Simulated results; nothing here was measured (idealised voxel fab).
process module | voxel transistor to metal
cross-section cut | 210 nm wide | cells 5 nm
A cross-section is a grid of square cells, given in bands from the top down. A band is one or more rows of cells.
Each band's line starts with the height of the band's top and of its bottom, in nm. Then come its materials from left to right, each with its width in nm. One material with "throughout" fills the band from edge to edge. "air" is empty space.
Height 0 is the level under which the wafer as received is all one material. The lowest band goes on downwards, as in "0 down".
A width such as "30 to 40" changes by the same amount from each row of cells to the next, from the band's top row to its bottom row.
"no change" after a step means that no cell of the cross-section changed.
closed voids: empty space of 8 cells or more with no open way to the top, each as width x height at its distance from the left edge, in nm
after a step's settings: what the simulator itself notes on the step
overlay nm, on a step with a mask: how far to the right of its planned place the mask lay; to the left if negative
plan
1 op RECEIVE | material Si
2 op CONFORMAL_DEP | material SiO2 | thk nm 5
3 op CONFORMAL_DEP | material SiN | thk nm 10
4 op MASKED_ETCH | tone cover | mask id ACTIVE | width nm 115 | etch materials SiN | depth nm 10 | overlay nm 0
5 op MASKED_ETCH | tone cover | mask id ACTIVE | width nm 115 | etch materials SiO2 | depth nm 5 | overlay nm 0
6 op MASKED_ETCH | tone cover | mask id ACTIVE | width nm 115 | etch materials Si | depth nm 35 | overlay nm 0
7 op OXIDIZE | depth nm 5
8 op FILL_DEP | material SiO2 | thk nm 15
9 op CMP | height nm 15
10 op SELECTIVE_ETCH | etch materials SiO2 | depth nm 5
11 op STRIP | etch materials SiN
12 op SELECTIVE_ETCH | etch materials SiO2 | depth nm 5
13 op OXIDIZE | depth nm 5
14 op DIRECTIONAL_DEP | material polySi | thk nm 30
15 op DIRECTIONAL_DEP | material SiCN | thk nm 10
16 op PATTERN | tone cover | mask id GATE | material resist | width nm 25 | thk nm 15 | overlay nm 0
17 op DIRECTIONAL_ETCH | etch materials SiCN | depth nm 20
18 op DIRECTIONAL_ETCH | etch materials polySi | depth nm 40
19 op STRIP | etch materials resist
20 op CONFORMAL_DEP | material SiN | thk nm 10
21 op DIRECTIONAL_ETCH | etch materials SiN | depth nm 10
22 op DIRECTIONAL_ETCH | etch materials SiO2 | depth nm 5
23 op EPI | material nSi | thk nm 5
24 op FILL_DEP | material SiO2 | thk nm 5
25 op CMP | height nm 40
26 op DIRECTIONAL_DEP | material SiO2 | thk nm 10
27 op DIRECTIONAL_DEP | material aC | thk nm 10
28 op PATTERN | tone open | mask id CONTACT | material resist | width nm 20 | pitch nm 75 | thk nm 30 | overlay nm 0
29 op DIRECTIONAL_ETCH | etch materials aC | depth nm 10
30 op STRIP | etch materials resist
31 op DIRECTIONAL_ETCH | etch materials SiO2 | depth nm 50
32 op STRIP | etch materials aC
33 op CONFORMAL_DEP | material TiN | thk nm 5
34 op FILL_DEP | material Ru | thk nm 5
35 op CMP | height nm 50
36 op CONFORMAL_DEP | material SiCN | thk nm 5
37 op DIRECTIONAL_DEP | material lowk | thk nm 15
38 op PATTERN | tone open | mask id METAL_1 | material resist | width nm 20 | pitch nm 75 | thk nm 20 | overlay nm 0
39 op DIRECTIONAL_ETCH | etch materials lowk | depth nm 15
40 op DIRECTIONAL_ETCH | etch materials SiCN | depth nm 5
41 op STRIP | etch materials resist
42 op CONFORMAL_DEP | material TiN | thk nm 5
43 op FILL_DEP | material W | thk nm 5
44 op CMP | height nm 70
45 op CONFORMAL_DEP | material SiN | thk nm 5
as received, after step 1
  0 down: Si throughout
  closed voids: none
a wafer at the end: this start, this plan, one mistake
  75 to 70: SiN throughout
  70 to 55: lowk 55 | TiN 5 | W 10 | TiN 5 | lowk 55 | TiN 5 | W 10 | TiN 5 | lowk 60
  55 to 50: SiCN 55 | TiN 20 | SiCN 55 | TiN 20 | SiCN 60
  50 to 40: SiO2 55 | TiN 5 | Ru 10 | TiN 5 | SiO2 55 | TiN 5 | Ru 10 | TiN 5 | SiO2 60
  40 to 20: SiO2 55 | TiN 5 | Ru 10 | TiN 5 | SiO2 5 | SiN 10 | polySi 25 | SiN 10 | SiO2 5 | TiN 5 | Ru 10 | TiN 5 | SiO2 60
  20 to 15: SiO2 55 | TiN 20 | SiO2 55 | TiN 20 | SiO2 60
  15 to 5: SiO2 45 | SiN 115 | SiO2 50
  5 to 0: SiO2 throughout
  0 to -40: SiO2 50 | Si 105 | SiO2 55
  -40 down: Si throughout
  closed voids: none
what went wrong: step 9 was left out
